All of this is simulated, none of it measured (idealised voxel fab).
Presented below is a process module, voxel gate over fins.
The width of the displayed cross-section, cut, is 245 nm; its cells are square, with a size of 5 nm.
How to read a cross-section here: the picture is a grid of square cells, written as bands going from the top down, and any band can span one or more rows of cells. Look at the band entry: it leads with the top's height and the bottom's height in nm. Then it lists the materials left to right, with a width in nm for each. The word "edge to edge" on a single material says that material fills the band edge to edge. The word "blank" is empty space. It should be noted that heights are counted from 0, beneath which the wafer as supplied is of one material throughout, and that the lowest band possesses no lower boundary but continues downward, as written in "z 0 and below". The notation "30 to 40" denotes a width that varies across the rows of cells in the band, beginning at the first number in the top row, finishing at the second number in the bottom row, and changing by an identical amount from each row to the next. When a step is marked "remained unchanged", none of the cells in the cross-section changed during that step. "Sealed voids" specifies each empty space that is not open to the top and that occupies no fewer than 8 cells, using the form width x height at distance, the distance measured from the left edge and all three quantities in nm. Post-settings text on a step line: simulator's own remark regarding the step. A step's line can hold "overlay nm"; with a mask on that step, the setting says how far right of the planned place the mask lay, while a negative setting says it lay to the left.

STEPS PLANNED FOR THE PROCESS
1) op RECEIVE | material Si
2) op CONFORMAL_DEP | material SiN | thk nm 10
3) op PATTERN | tone cover | mask id FINS | material resist | width nm 15 | pitch nm 35 | thk nm 20 | overlay nm 0
4) op DIRECTIONAL_ETCH | etch materials SiN | depth nm 10
5) op DIRECTIONAL_ETCH | etch materials Si | depth nm 40
6) op STRIP | etch materials resist
7) op FILL_DEP | material SiO2 | thk nm 5
8) op CMP | height nm 10
9) op SELECTIVE_ETCH | etch materials SiO2 | depth nm 20
10) op STRIP | etch materials SiN
11) op CONFORMAL_DEP | material HfO2 | thk nm 5
12) op CONFORMAL_DEP | material TiN | thk nm 5
13) op FILL_DEP | material W | thk nm 10
14) op CMP | height nm 15
15) op CONFORMAL_DEP | material SiN | thk nm 10

FIRST OF TWO WAFERS - AS PLANNED

CROSS-SECTION: WAFER ON ARRIVAL = AFTER STEP 1
    z 0 and below = Si edge to edge
    Sealed voids: none

STEP 2 DONE - WAFER CROSS-SECTION
    z 10 to 0 = SiN edge to edge
    Below 0 it's all the same as before, nothing changed down there.

STEP 3 DONE - WAFER CROSS-SECTION
    z 30 to 10 = blank=95, resist=15, blank=20, resist=15, blank=100
    Below 10 it's all the same as before, nothing changed down there.

STEP 4 DONE - WAFER CROSS-SECTION
    z 30 to 10 = blank=95, resist=15, blank=20, resist=15, blank=100
    z 10 to 0 = blank=95, SiN=15, blank=20, SiN=15, blank=100
    Below 0 it's all the same as before, nothing changed down there.

STEP 5 DONE - WAFER CROSS-SECTION
    z 30 to 10 = blank=95, resist=15, blank=20, resist=15, blank=100
    z 10 to 0 = blank=95, SiN=15, blank=20, SiN=15, blank=100
    z 0 to -40 = blank=95, Si=15, blank=20, Si=15, blank=100
    Below -40 it's all the same as before, nothing changed down there.

STEP 6 DONE - WAFER CROSS-SECTION
    z 10 to 0 = blank=95, SiN=15, blank=20, SiN=15, blank=100
    Below 0 it's all the same as before, nothing changed down there.

STEP 7 DONE - WAFER CROSS-SECTION
    z 15 to 10 = SiO2 edge to edge
    z 10 to 0 = SiO2=95, SiN=15, SiO2=20, SiN=15, SiO2=100
    z 0 to -40 = SiO2=95, Si=15, SiO2=20, Si=15, SiO2=100
    Below -40 it's all the same as before, nothing changed down there.

STEP 8 DONE - WAFER CROSS-SECTION
    z 10 to 0 = SiO2=95, SiN=15, SiO2=20, SiN=15, SiO2=100
    Below 0 it's all the same as before, nothing changed down there.

STEP 9 DONE - WAFER CROSS-SECTION
    z 10 to 0 = blank=95, SiN=15, blank=20, SiN=15, blank=100
    z 0 to -10 = blank=95, Si=15, blank=20, Si=15, blank=100
    Below -10 it's all the same as before, nothing changed down there.

STEP 10 DONE - WAFER CROSS-SECTION
    z 0 to -10 = blank=95, Si=15, blank=20, Si=15, blank=100
    Below -10 it's all the same as before, nothing changed down there.

STEP 11 DONE - WAFER CROSS-SECTION
    z 5 to 0 = blank=90, HfO2=25, blank=10, HfO2=25, blank=95
    z 0 to -5 = blank=90, HfO2=5, Si=15, HfO2=5, blank=10, HfO2=5, Si=15, HfO2=5, blank=95
    z -5 to -10 = HfO2=95, Si=15, HfO2=20, Si=15, HfO2=100
    Below -10 it's all the same as before, nothing changed down there.

STEP 12 DONE - WAFER CROSS-SECTION
    z 10 to 5 = blank=85, TiN=70, blank=90
    z 5 to 0 = blank=85, TiN=5, HfO2=25, TiN=10, HfO2=25, TiN=5, blank=90
    z 0 to -5 = TiN=90, HfO2=5, Si=15, HfO2=5, TiN=10, HfO2=5, Si=15, HfO2=5, TiN=95
    Below -5 it's all the same as before, nothing changed down there.

STEP 13 DONE - WAFER CROSS-SECTION
    z 20 to 10 = W edge to edge
    z 10 to 5 = W=85, TiN=70, W=90
    z 5 to 0 = W=85, TiN=5, HfO2=25, TiN=10, HfO2=25, TiN=5, W=90
    Below 0 it's all the same as before, nothing changed down there.

STEP 14 DONE - WAFER CROSS-SECTION
    z 15 to 10 = W edge to edge
    Below 10 it's all the same as before, nothing changed down there.

STEP 15 DONE - WAFER CROSS-SECTION
    z 25 to 15 = SiN edge to edge
    Below 15 it's all the same as before, nothing changed down there.

WAFER TWO OF THE PAIR: SAME ORIGIN, SAME PLAN, ONE ERROR DURING THE RUN; IDENTICAL TO WAFER ONE UP TO AND INCLUDING STEP 13

CROSS-SECTIONAL REPRESENTATION OF THE SECOND WAFER AT THE TIME DESIGNATED IN THE PLAN FOR THE COMPLETION OF STEP 14
    z 5 to 0 = W=85, TiN=5, HfO2=25, TiN=10, HfO2=25, TiN=5, W=90
    Below 0 it's all the same as before, nothing changed down there.

CROSS-SECTIONAL REPRESENTATION OF THE SECOND WAFER AT THE TIME DESIGNATED IN THE PLAN FOR THE COMPLETION OF STEP 15
    z 15 to 5 = SiN edge to edge
    Below 5 it's all the same as before, nothing changed down there.
What was done differently from what was planned? step 14 ran as: op CMP | height nm 5
Counted in cells at the end, the second wafer holds more or fewer of these materials than the first: 14 fewer of TiN, 84 fewer of W
